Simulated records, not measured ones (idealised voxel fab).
This is a process module. Its name is voxel double patterning.
For reference, the cross-section in this document is cut, with width 210 nm and square cells of 5 nm.
Format of a cross-section: grid, square cells. Given as bands. Order: top down. Band: one or more rows of cells.
Quick guide to a band line: top height, bottom height (nm) up front; then every material left to right with its width in nm. Only one material and it's marked "everywhere"? Then it fills the band edge to edge. And "empty" just means empty space.
Height reference: 0 = level under which incoming wafer is all one material. Lowest band: no bottom, runs on downward, e.g. "0 down".
The width entry "30..40" should be interpreted row by row: the top row of cells in the band takes the first number, the bottom row takes the second number, and the change between adjacent rows is uniform throughout.
Where the words "no alteration" appear for a step, the cross-section shows no cell changed by that step; every cell remained as before.
"Trapped void list": sealed empty spaces, 8 cells or more, no open way to top, listed width x height at distance, with distance from the left edge and width, height and distance in nm.
It should be noted that, on the line of a given step, the content following the step's settings is a remark produced by the simulator itself with respect to that step.
overlay nm: right-of-plan distance of the mask on a masked step; negative values mean left-of-plan.

THIS SECTION LISTS THE PROCESS STEPS THAT WERE PLANNED
step 1: RECEIVE (material Si)
step 2: CONFORMAL_DEP (material SiO2; thk nm 5)
step 3: DIRECTIONAL_DEP (material W; thk nm 10)
step 4: DIRECTIONAL_DEP (material SiN; thk nm 10)
step 5: MASKED_ETCH (tone open; mask id FIRST; width nm 15; pitch nm 50; etch materials SiN; depth nm 10; overlay nm 0)
step 6: MASKED_ETCH (tone open; mask id SECOND; width nm 15; etch materials SiN; depth nm 10; overlay nm 0)
step 7: DIRECTIONAL_ETCH (etch materials W; depth nm 10)
step 8: STRIP (etch materials SiN)

ACCOUNT OF THE FIRST OF TWO WAFERS, WHICH WAS PROCESSED AS INTENDED

INCOMING WAFER IN CROSS-SECTION (STATE: AFTER STEP 1)
- 0 down: Si everywhere
- Trapped void list: none

WAFER AFTER STEP 2 (CROSS-SECTION)
- 5 to 0: SiO2 everywhere
- Everything under 0 stays put, no change at all.

WAFER AFTER STEP 3 (CROSS-SECTION)
- 15 to 5: W everywhere
- Everything under 5 stays put, no change at all.

WAFER AFTER STEP 4 (CROSS-SECTION)
- 25 to 15: SiN everywhere
- Everything under 15 stays put, no change at all.

WAFER AFTER STEP 5 (CROSS-SECTION)
- 25 to 15: 70 SiN | 15 empty | 35 SiN | 15 empty | 75 SiN
- Everything under 15 stays put, no change at all.

WAFER AFTER STEP 6 (CROSS-SECTION)
- 25 to 15: 70 SiN | 15 empty | 10 SiN | 15 empty | 10 SiN | 15 empty | 75 SiN
- Everything under 15 stays put, no change at all.

WAFER AFTER STEP 7 (CROSS-SECTION)
- 25 to 15: 70 SiN | 15 empty | 10 SiN | 15 empty | 10 SiN | 15 empty | 75 SiN
- 15 to 5: 70 W | 15 empty | 10 W | 15 empty | 10 W | 15 empty | 75 W
- Everything under 5 stays put, no change at all.

WAFER AFTER STEP 8 (CROSS-SECTION)
- 15 to 5: 70 W | 15 empty | 10 W | 15 empty | 10 W | 15 empty | 75 W
- Everything under 5 stays put, no change at all.

REGARDING THE SECOND OF THE TWO WAFERS: IT SHARED THE FIRST WAFER'S STARTING CONDITION AND PROCESS PLAN, YET ONE ERROR OCCURRED DURING ITS EXECUTION. ITS HISTORY COINCIDES WITH THAT OF THE FIRST WAFER UP TO AND INCLUDING STEP 5

X-SECTION, SECOND WAFER, WHEN STEP 6 WAS DUE TO FINISH
- 25 to 15: 95 empty | 15 SiN | 100 empty
- Everything under 15 stays put, no change at all.

X-SECTION, SECOND WAFER, WHEN STEP 7 WAS DUE TO FINISH
- 25 to 15: 95 empty | 15 SiN | 100 empty
- 15 to 5: 95 empty | 15 W | 100 empty
- Everything under 5 stays put, no change at all.

X-SECTION, SECOND WAFER, WHEN STEP 8 WAS DUE TO FINISH
- 15 to 5: 95 empty | 15 W | 100 empty
- Everything under 5 stays put, no change at all.
Nonconformance to the process plan: step 6 did not use the planned setting and instead ran as MASKED_ETCH (tone cover; mask id SECOND; width nm 15; etch materials SiN; depth nm 10; overlay nm 0)
Materials where the second wafer ends with more or fewer cells than the first: W: 60 fewer
